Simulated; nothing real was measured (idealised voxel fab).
process module | voxel gate over fins
cross-section cut | 235 nm wide | cells 5 nm
A cross-section is a grid of square cells, given in bands from the top down. A band is one or more rows of cells.
Each band's line starts with the height of the band's top and of its bottom, in nm. Then come its materials from left to right, each with its width in nm. One material with "throughout" fills the band from edge to edge. "air" is empty space.
Height 0 is the level under which the wafer as received is all one material. The lowest band goes on downwards, as in "0 down".
A width such as "30 to 40" changes by the same amount from each row of cells to the next, from the band's top row to its bottom row.
"no change" after a step means that no cell of the cross-section changed.
closed voids: empty space of 8 cells or more with no open way to the top, each as width x height at its distance from the left edge, in nm
after a step's settings: what the simulator itself notes on the step
overlay nm, on a step with a mask: how far to the right of its planned place the mask lay; to the left if negative
plan
1 op RECEIVE | material Si
2 op CONFORMAL_DEP | material SiN | thk nm 10
3 op MASKED_ETCH | tone cover | mask id FINS | width nm 15 | pitch nm 50 | etch materials SiN | depth nm 10 | overlay nm 0
4 op MASKED_ETCH | tone cover | mask id FINS | width nm 15 | pitch nm 50 | etch materials Si | depth nm 30 | overlay nm 0
5 op OXIDIZE | depth nm 5
6 op FILL_DEP | material SiO2 | thk nm 10
7 op CMP | height nm 10
8 op PATTERN | tone open | mask id RAIL | material resist | width nm 15 | thk nm 15 | overlay nm 0
9 op DIRECTIONAL_ETCH | etch materials SiO2 | depth nm 35
10 op STRIP | etch materials resist
11 op CONFORMAL_DEP | material TiN | thk nm 5
12 op FILL_DEP | material W | thk nm 5
13 op CMP | height nm 10
14 op SELECTIVE_ETCH | etch materials W Ru TiN | depth nm 30
15 op FILL_DEP | material SiO2 | thk nm 5
16 op CMP | height nm 10
17 op SELECTIVE_ETCH | etch materials SiO2 | depth nm 20
18 op STRIP | etch materials SiN
19 op CONFORMAL_DEP | material HfO2 | thk nm 5
20 op CONFORMAL_DEP | material TiN | thk nm 5
21 op CONFORMAL_DEP | material TiAl | thk nm 5
22 op CONFORMAL_DEP | material TiN | thk nm 5
23 op FILL_DEP | material W | thk nm 10
24 op CMP | height nm 25
25 op CONFORMAL_DEP | material SiN | thk nm 5
first wafer, as planned
as received, after step 1
  0 down: Si throughout
  closed voids: none
after step 2
  10 to 0: SiN throughout
  below 0: unchanged
after step 3
  10 to 0: air 35 | SiN 15 | air 35 | SiN 15 | air 35 | SiN 15 | air 35 | SiN 15 | air 35
  below 0: unchanged
after step 4
  10 to 0: air 35 | SiN 15 | air 35 | SiN 15 | air 35 | SiN 15 | air 35 | SiN 15 | air 35
  0 to -30: air 35 | Si 15 | air 35 | Si 15 | air 35 | Si 15 | air 35 | Si 15 | air 35
  below -30: unchanged
after step 5
  10 to 0: air 35 | SiN 15 | air 35 | SiN 15 | air 35 | SiN 15 | air 35 | SiN 15 | air 35
  0 to -30: air 35 | SiO2 5 | Si 5 | SiO2 5 | air 35 | SiO2 5 | Si 5 | SiO2 5 | air 35 | SiO2 5 | Si 5 | SiO2 5 | air 35 | SiO2 5 | Si 5 | SiO2 5 | air 35
  -30 to -35: SiO2 40 | Si 5 | SiO2 45 | Si 5 | SiO2 45 | Si 5 | SiO2 45 | Si 5 | SiO2 40
  below -35: unchanged
after step 6
  20 to 10: SiO2 throughout
  10 to 0: SiO2 35 | SiN 15 | SiO2 35 | SiN 15 | SiO2 35 | SiN 15 | SiO2 35 | SiN 15 | SiO2 35
  0 to -35: SiO2 40 | Si 5 | SiO2 45 | Si 5 | SiO2 45 | Si 5 | SiO2 45 | Si 5 | SiO2 40
  below -35: unchanged
after step 7
  10 to 0: SiO2 35 | SiN 15 | SiO2 35 | SiN 15 | SiO2 35 | SiN 15 | SiO2 35 | SiN 15 | SiO2 35
  below 0: unchanged
after step 8
  25 to 10: resist 60 | air 15 | resist 160
  below 10: unchanged
after step 9
  25 to 10: resist 60 | air 15 | resist 160
  10 to 0: SiO2 35 | SiN 15 | SiO2 10 | air 15 | SiO2 10 | SiN 15 | SiO2 35 | SiN 15 | SiO2 35 | SiN 15 | SiO2 35
  0 to -25: SiO2 40 | Si 5 | SiO2 15 | air 15 | SiO2 15 | Si 5 | SiO2 45 | Si 5 | SiO2 45 | Si 5 | SiO2 40
  below -25: unchanged
after step 10
  10 to 0: SiO2 35 | SiN 15 | SiO2 10 | air 15 | SiO2 10 | SiN 15 | SiO2 35 | SiN 15 | SiO2 35 | SiN 15 | SiO2 35
  below 0: unchanged
after step 11
  15 to 10: TiN 65 | air 5 | TiN 165
  10 to 0: SiO2 35 | SiN 15 | SiO2 10 | TiN 5 | air 5 | TiN 5 | SiO2 10 | SiN 15 | SiO2 35 | SiN 15 | SiO2 35 | SiN 15 | SiO2 35
  0 to -20: SiO2 40 | Si 5 | SiO2 15 | TiN 5 | air 5 | TiN 5 | SiO2 15 | Si 5 | SiO2 45 | Si 5 | SiO2 45 | Si 5 | SiO2 40
  -20 to -25: SiO2 40 | Si 5 | SiO2 15 | TiN 15 | SiO2 15 | Si 5 | SiO2 45 | Si 5 | SiO2 45 | Si 5 | SiO2 40
  below -25: unchanged
after step 12
  20 to 15: W throughout
  15 to 10: TiN 65 | W 5 | TiN 165
  10 to 0: SiO2 35 | SiN 15 | SiO2 10 | TiN 5 | W 5 | TiN 5 | SiO2 10 | SiN 15 | SiO2 35 | SiN 15 | SiO2 35 | SiN 15 | SiO2 35
  0 to -20: SiO2 40 | Si 5 | SiO2 15 | TiN 5 | W 5 | TiN 5 | SiO2 15 | Si 5 | SiO2 45 | Si 5 | SiO2 45 | Si 5 | SiO2 40
  below -20: unchanged
after step 13
  10 to 0: SiO2 35 | SiN 15 | SiO2 10 | TiN 5 | W 5 | TiN 5 | SiO2 10 | SiN 15 | SiO2 35 | SiN 15 | SiO2 35 | SiN 15 | SiO2 35
  below 0: unchanged
after step 14
  10 to 0: SiO2 35 | SiN 15 | SiO2 10 | air 15 | SiO2 10 | SiN 15 | SiO2 35 | SiN 15 | SiO2 35 | SiN 15 | SiO2 35
  0 to -20: SiO2 40 | Si 5 | SiO2 15 | air 15 | SiO2 15 | Si 5 | SiO2 45 | Si 5 | SiO2 45 | Si 5 | SiO2 40
  below -20: unchanged
after step 15
  15 to 10: SiO2 throughout
  10 to 0: SiO2 35 | SiN 15 | SiO2 35 | SiN 15 | SiO2 35 | SiN 15 | SiO2 35 | SiN 15 | SiO2 35
  0 to -20: SiO2 40 | Si 5 | SiO2 45 | Si 5 | SiO2 45 | Si 5 | SiO2 45 | Si 5 | SiO2 40
  below -20: unchanged
after step 16
  10 to 0: SiO2 35 | SiN 15 | SiO2 35 | SiN 15 | SiO2 35 | SiN 15 | SiO2 35 | SiN 15 | SiO2 35
  below 0: unchanged
after step 17
  10 to 0: air 35 | SiN 15 | air 35 | SiN 15 | air 35 | SiN 15 | air 35 | SiN 15 | air 35
  0 to -10: air 40 | Si 5 | air 45 | Si 5 | air 45 | Si 5 | air 45 | Si 5 | air 40
  below -10: unchanged
after step 18
  0 to -10: air 40 | Si 5 | air 45 | Si 5 | air 45 | Si 5 | air 45 | Si 5 | air 40
  below -10: unchanged
after step 19
  5 to 0: air 35 | HfO2 15 | air 35 | HfO2 15 | air 35 | HfO2 15 | air 35 | HfO2 15 | air 35
  0 to -5: air 35 | HfO2 5 | Si 5 | HfO2 5 | air 35 | HfO2 5 | Si 5 | HfO2 5 | air 35 | HfO2 5 | Si 5 | HfO2 5 | air 35 | HfO2 5 | Si 5 | HfO2 5 | air 35
  -5 to -10: HfO2 40 | Si 5 | HfO2 45 | Si 5 | HfO2 45 | Si 5 | HfO2 45 | Si 5 | HfO2 40
  below -10: unchanged
after step 20
  10 to 5: air 30 | TiN 25 | air 25 | TiN 25 | air 25 | TiN 25 | air 25 | TiN 25 | air 30
  5 to 0: air 30 | TiN 5 | HfO2 15 | TiN 5 | air 25 | TiN 5 | HfO2 15 | TiN 5 | air 25 | TiN 5 | HfO2 15 | TiN 5 | air 25 | TiN 5 | HfO2 15 | TiN 5 | air 30
  0 to -5: TiN 35 | HfO2 5 | Si 5 | HfO2 5 | TiN 35 | HfO2 5 | Si 5 | HfO2 5 | TiN 35 | HfO2 5 | Si 5 | HfO2 5 | TiN 35 | HfO2 5 | Si 5 | HfO2 5 | TiN 35
  below -5: unchanged
after step 21
  15 to 10: air 25 | TiAl 35 | air 15 | TiAl 35 | air 15 | TiAl 35 | air 15 | TiAl 35 | air 25
  10 to 5: air 25 | TiAl 5 | TiN 25 | TiAl 5 | air 15 | TiAl 5 | TiN 25 | TiAl 5 | air 15 | TiAl 5 | TiN 25 | TiAl 5 | air 15 | TiAl 5 | TiN 25 | TiAl 5 | air 25
  5 to 0: TiAl 30 | TiN 5 | HfO2 15 | TiN 5 | TiAl 25 | TiN 5 | HfO2 15 | TiN 5 | TiAl 25 | TiN 5 | HfO2 15 | TiN 5 | TiAl 25 | TiN 5 | HfO2 15 | TiN 5 | TiAl 30
  below 0: unchanged
after step 22
  20 to 15: air 20 | TiN 45 | air 5 | TiN 45 | air 5 | TiN 45 | air 5 | TiN 45 | air 20
  15 to 10: air 20 | TiN 5 | TiAl 35 | TiN 5 | air 5 | TiN 5 | TiAl 35 | TiN 5 | air 5 | TiN 5 | TiAl 35 | TiN 5 | air 5 | TiN 5 | TiAl 35 | TiN 5 | air 20
  10 to 5: TiN 25 | TiAl 5 | TiN 25 | TiAl 5 | TiN 15 | TiAl 5 | TiN 25 | TiAl 5 | TiN 15 | TiAl 5 | TiN 25 | TiAl 5 | TiN 15 | TiAl 5 | TiN 25 | TiAl 5 | TiN 25
  below 5: unchanged
after step 23
  30 to 20: W throughout
  20 to 15: W 20 | TiN 45 | W 5 | TiN 45 | W 5 | TiN 45 | W 5 | TiN 45 | W 20
  15 to 10: W 20 | TiN 5 | TiAl 35 | TiN 5 | W 5 | TiN 5 | TiAl 35 | TiN 5 | W 5 | TiN 5 | TiAl 35 | TiN 5 | W 5 | TiN 5 | TiAl 35 | TiN 5 | W 20
  below 10: unchanged
after step 24
  25 to 20: W throughout
  below 20: unchanged
after step 25
  30 to 25: SiN throughout
  below 25: unchanged
second wafer: like start, like plan, one mistake. Through step 20 it matches the first wafer
when step 21 should have ended
  15 to 5: air 25 | TiN 35 | air 15 | TiN 35 | air 15 | TiN 35 | air 15 | TiN 35 | air 25
  5 to 0: TiN 35 | HfO2 15 | TiN 35 | HfO2 15 | TiN 35 | HfO2 15 | TiN 35 | HfO2 15 | TiN 35
  below 0: unchanged
when step 22 should have ended
  20 to 15: air 20 | TiAl 45 | air 5 | TiAl 45 | air 5 | TiAl 45 | air 5 | TiAl 45 | air 20
  15 to 10: air 20 | TiAl 5 | TiN 35 | TiAl 5 | air 5 | TiAl 5 | TiN 35 | TiAl 5 | air 5 | TiAl 5 | TiN 35 | TiAl 5 | air 5 | TiAl 5 | TiN 35 | TiAl 5 | air 20
  10 to 5: TiAl 25 | TiN 35 | TiAl 15 | TiN 35 | TiAl 15 | TiN 35 | TiAl 15 | TiN 35 | TiAl 25
  below 5: unchanged
when step 23 should have ended
  30 to 20: W throughout
  20 to 15: W 20 | TiAl 45 | W 5 | TiAl 45 | W 5 | TiAl 45 | W 5 | TiAl 45 | W 20
  15 to 10: W 20 | TiAl 5 | TiN 35 | TiAl 5 | W 5 | TiAl 5 | TiN 35 | TiAl 5 | W 5 | TiAl 5 | TiN 35 | TiAl 5 | W 5 | TiAl 5 | TiN 35 | TiAl 5 | W 20
  below 10: unchanged
when step 24 should have ended
  25 to 20: W throughout
  below 20: unchanged
when step 25 should have ended
  30 to 25: SiN throughout
  below 25: unchanged
what went wrong: steps 21 and 22 were swapped
at the end the second wafer has, in cells: as many of each material as the first, in other places
